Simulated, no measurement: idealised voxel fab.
The process module that follows is named voxel transistor to metal.
It is cross-section cut that appears here, measuring 150 nm in width, its square cells being 5 nm in size.
A cross-section is a grid of square cells, given in bands from the top down. A band is one or more rows of cells. Band entry format. Leading values: height of top, height of bottom, nm. Remainder: materials in left-to-right order, each with its width in nm. Special words: "throughout" on a single material, which then fills the band edge to edge; "blank", empty space. Height 0 is the level under which the wafer as received is all one material. The lowest band goes on downwards, as in "z 0 and below". A width given as "30..40" starts at the first number in the band's top row and ends at the second number in its bottom row, shifting by an equal amount at every step from row to row. Take "no alterations made" at face value: in the step it is given for, the cross-section changed in none of its cells. In the "Trapped void list" entry, you get each enclosed empty space of 8 cells or more, one with no open way to the top, written width x height at distance, distance from the left edge, in nm. Note: text after step settings on the step line = simulator remark on that step. overlay nm: mask right of planned place by this much (step with mask). Neg. = left.
### The planned process steps are enumerated hereunder
1. RECEIVE,material Si
2. OXIDIZE,depth nm 5
3. CONFORMAL_DEP,material SiN,thk nm 10
4. MASKED_ETCH,tone cover,mask id ACTIVE,width nm 115,etch materials SiN,depth nm 10,overlay nm 0
5. MASKED_ETCH,tone cover,mask id ACTIVE,width nm 115,etch materials SiO2,depth nm 5,overlay nm 0
6. MASKED_ETCH,tone cover,mask id ACTIVE,width nm 115,etch materials Si,depth nm 20,overlay nm 0
7. FILL_DEP,material SiO2,thk nm 15
8. CMP,height nm 10
9. SELECTIVE_ETCH,etch materials SiO2,depth nm 5
10. STRIP,etch materials SiN
11. SELECTIVE_ETCH,etch materials SiO2,depth nm 5
12. OXIDIZE,depth nm 5
13. DIRECTIONAL_DEP,material polySi,thk nm 30
14. DIRECTIONAL_DEP,material SiCN,thk nm 15
15. MASKED_ETCH,tone cover,mask id GATE,width nm 35,etch materials SiCN,depth nm 25,overlay nm 0
16. MASKED_ETCH,tone cover,mask id GATE,width nm 35,etch materials polySi,depth nm 40,overlay nm 0
17. CONFORMAL_DEP,material SiN,thk nm 5
18. DIRECTIONAL_ETCH,etch materials SiN,depth nm 5
19. DIRECTIONAL_ETCH,etch materials SiO2,depth nm 5
20. DIRECTIONAL_ETCH,etch materials Si,depth nm 5
21. EPI,material nSi,thk nm 5
22. FILL_DEP,material SiO2,thk nm 10
23. CMP,height nm 25
24. STRIP,etch materials polySi
25. SELECTIVE_ETCH,etch materials SiO2,depth nm 5
26. CONFORMAL_DEP,material HfO2,thk nm 5
27. CONFORMAL_DEP,material TiN,thk nm 5
28. FILL_DEP,material W,thk nm 5
29. CMP,height nm 20
30. DIRECTIONAL_DEP,material SiO2,thk nm 15
31. DIRECTIONAL_DEP,material aC,thk nm 15
32. PATTERN,tone open,mask id CONTACT,material resist,width nm 15,pitch nm 80,thk nm 30,overlay nm 0
33. DIRECTIONAL_ETCH,etch materials aC,depth nm 15
34. STRIP,etch materials resist
35. DIRECTIONAL_ETCH,etch materials SiO2,depth nm 45
36. STRIP,etch materials aC
37. CONFORMAL_DEP,material TiN,thk nm 5
38. FILL_DEP,material W,thk nm 10
39. CMP,height nm 35
40. DIRECTIONAL_DEP,material TiN,thk nm 5
41. DIRECTIONAL_DEP,material Ru,thk nm 25
42. PATTERN,tone cover,mask id METAL_1,material resist,width nm 15,pitch nm 80,thk nm 15,overlay nm 0
43. DIRECTIONAL_ETCH,etch materials Ru,depth nm 25
44. DIRECTIONAL_ETCH,etch materials TiN,depth nm 5
45. STRIP,etch materials resist
46. FILL_DEP,material lowk,thk nm 10
47. CMP,height nm 65
48. CONFORMAL_DEP,material SiN,thk nm 5
### Shown in cross-section is the wafer as received, that is, as it stands after step 1
> z 0 and below | Si throughout
> Trapped void list: none
### First of two wafers: cross-section at end of module, run per plan
> z 70 to 65 | SiN throughout
> z 65 to 40 | 25 nm lowk, then 15 nm Ru, then 65 nm lowk, then 15 nm Ru, then 30 nm lowk
> z 40 to 35 | 25 nm lowk, then 15 nm TiN, then 65 nm lowk, then 15 nm TiN, then 30 nm lowk
> z 35 to 20 | 25 nm SiO2, then 5 nm TiN, then 5 nm W, then 5 nm TiN, then 65 nm SiO2, then 5 nm TiN, then 5 nm W, then 5 nm TiN, then 30 nm SiO2
> z 20 to 0 | 25 nm SiO2, then 5 nm TiN, then 5 nm W, then 5 nm TiN, then 10 nm SiO2, then 5 nm SiN, then 5 nm HfO2, then 5 nm TiN, then 15 nm W, then 5 nm TiN, then 5 nm HfO2, then 5 nm SiN, then 10 nm SiO2, then 5 nm TiN, then 5 nm W, then 5 nm TiN, then 30 nm SiO2
> z 0 to -5 | 10 nm SiO2, then 5 nm SiN, then 10 nm SiO2, then 5 nm TiN, then 5 nm W, then 5 nm TiN, then 10 nm SiO2, then 5 nm SiN, then 5 nm HfO2, then 25 nm TiN, then 5 nm HfO2, then 5 nm SiN, then 10 nm SiO2, then 5 nm TiN, then 5 nm W, then 5 nm TiN, then 10 nm SiO2, then 5 nm SiN, then 15 nm SiO2
> z -5 to -10 | 25 nm SiO2, then 15 nm TiN, then 5 nm SiO2, then 5 nm nSi, then 45 nm HfO2, then 5 nm nSi, then 5 nm SiO2, then 15 nm TiN, then 30 nm SiO2
> z -10 to -15 | 15 nm SiO2, then 35 nm nSi, then 45 nm Si, then 35 nm nSi, then 20 nm SiO2
> z -15 to -25 | 15 nm SiO2, then 115 nm Si, then 20 nm SiO2
> z -25 and below | Si throughout
> Trapped void list: none
### Second of two wafers, module complete, sectioned: it shares the first wafer's start and plan but was run with one mistake
> z 70 to 65 | SiN throughout
> z 65 to 40 | 25 nm lowk, then 15 nm Ru, then 65 nm lowk, then 15 nm Ru, then 30 nm lowk
> z 40 to 35 | 25 nm lowk, then 15 nm TiN, then 65 nm lowk, then 15 nm TiN, then 30 nm lowk
> z 35 to 25 | 20 nm W, then 5 nm TiN, then 15 nm SiO2, then 5 nm TiN, then 55 nm W, then 5 nm TiN, then 15 nm SiO2, then 5 nm TiN, then 25 nm W
> z 25 to 20 | 20 nm W, then 5 nm TiN, then 15 nm SiO2, then 65 nm TiN, then 15 nm SiO2, then 5 nm TiN, then 25 nm W
> z 20 to 5 | 20 nm W, then 5 nm TiN, then 15 nm SiO2, then 10 nm TiN, then 5 nm SiN, then 5 nm HfO2, then 5 nm TiN, then 15 nm W, then 5 nm TiN, then 5 nm HfO2, then 5 nm SiN, then 10 nm TiN, then 15 nm SiO2, then 5 nm TiN, then 25 nm W
> z 5 to 0 | 5 nm W, then 20 nm TiN, then 15 nm SiO2, then 10 nm TiN, then 5 nm SiN, then 5 nm HfO2, then 5 nm TiN, then 15 nm W, then 5 nm TiN, then 5 nm HfO2, then 5 nm SiN, then 10 nm TiN, then 15 nm SiO2, then 20 nm TiN, then 10 nm W
> z 0 to -5 | 5 nm W, then 5 nm TiN, then 5 nm SiN, then 10 nm TiN, then 15 nm SiO2, then 10 nm TiN, then 5 nm SiN, then 5 nm HfO2, then 25 nm TiN, then 5 nm HfO2, then 5 nm SiN, then 10 nm TiN, then 15 nm SiO2, then 10 nm TiN, then 5 nm SiN, then 5 nm TiN, then 10 nm W
> z -5 to -10 | 10 nm TiN, then 5 nm SiO2, then 10 nm TiN, then 15 nm SiO2, then 5 nm TiN, then 5 nm nSi, then 45 nm HfO2, then 5 nm nSi, then 5 nm TiN, then 15 nm SiO2, then 10 nm TiN, then 5 nm SiO2, then 15 nm TiN
> z -10 to -15 | 15 nm SiO2, then 35 nm nSi, then 45 nm Si, then 35 nm nSi, then 20 nm SiO2
> z -15 to -25 | 15 nm SiO2, then 115 nm Si, then 20 nm SiO2
> z -25 and below | Si throughout
> Trapped void list: none
Where did the run depart from the plan? contrary to plan, step 32 was performed as PATTERN,tone cover,mask id CONTACT,material resist,width nm 15,pitch nm 80,thk nm 30,overlay nm 0
At the finish, the second wafer shows more or fewer cells for some materials than the first does: -102 SiO2; +36 TiN; +66 W
